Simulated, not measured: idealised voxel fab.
Title: Process Module voxel fin reveal
The cross-section shown here is cut; it is 275 nm wide and divided into square cells measuring 5 nm on a side.
In this document a cross-section is written as a grid of square cells. It is given as a series of bands, listed from the top down, and a band is one or more rows of cells. Heights first: top, then bottom, in nm. Then materials, left to right, each with a width in nm. "all across" on a single material: fills the band edge to edge. "air": empty space. Heights are measured from 0, the level below which the as-received wafer is all one material; the lowest band has no bottom and continues downward, written as in "from 0 down". Width "30->40": first value at the band's top row of cells, second value at its bottom row, equal change from row to row. You'll sometimes find "no alterations made" written for a step, and that's the way of saying that nowhere in the cross-section did a cell change during that step. Each empty space that has no open way to the top and spans at least 8 cells appears under "Closed cavities" as width x height at distance, the distance counted from the left edge, all in nm. It should be noted that, on the line of a given step, the content following the step's settings is a remark produced by the simulator itself with respect to that step. If you see "overlay nm" on a step's line and that step has a mask, it's telling you how far right of where it was planned the mask ended up; a negative number means it went left instead.

Steps in the process plan:
1. RECEIVE: material Si
2. CONFORMAL_DEP: material SiN, thk nm 5
3. PATTERN: tone cover, mask id FINS, material resist, width nm 15, pitch nm 35, thk nm 15, overlay nm 0
4. DIRECTIONAL_ETCH: etch materials SiN, depth nm 5
5. DIRECTIONAL_ETCH: etch materials Si, depth nm 40
6. STRIP: etch materials resist
7. FILL_DEP: material SiO2, thk nm 10
8. CMP: height nm 5
9. SELECTIVE_ETCH: etch materials SiO2, depth nm 25
10. STRIP: etch materials SiN
11. CONFORMAL_DEP: material HfO2, thk nm 5

As-received wafer cross-section (after step 1):
> from 0 down | Si all across
> Closed cavities: none

The following cross-section depicts the wafer upon conclusion of the module. Processing commenced from the starting condition illustrated above and adhered to the plan illustrated above, save for one mistake in execution:
> from 5 to 0 | HfO2 (80) / air (5) / HfO2 (30) / air (5) / HfO2 (30) / air (5) / HfO2 (30) / air (5) / HfO2 (85)
> from 0 to -15 | Si (75) / HfO2 (5) / air (5) / HfO2 (5) / Si (20) / HfO2 (5) / air (5) / HfO2 (5) / Si (20) / HfO2 (5) / air (5) / HfO2 (5) / Si (20) / HfO2 (5) / air (5) / HfO2 (5) / Si (80)
> from -15 to -20 | Si (75) / HfO2 (15) / Si (20) / HfO2 (15) / Si (20) / HfO2 (15) / Si (20) / HfO2 (15) / Si (80)
> from -20 to -40 | Si (75) / SiO2 (15) / Si (20) / SiO2 (15) / Si (20) / SiO2 (15) / Si (20) / SiO2 (15) / Si (80)
> from -40 down | Si all across
> Closed cavities: none
Short version of what went wrong: step 3 ran as: PATTERN: tone open, mask id FINS, material resist, width nm 15, pitch nm 35, thk nm 15, overlay nm 0
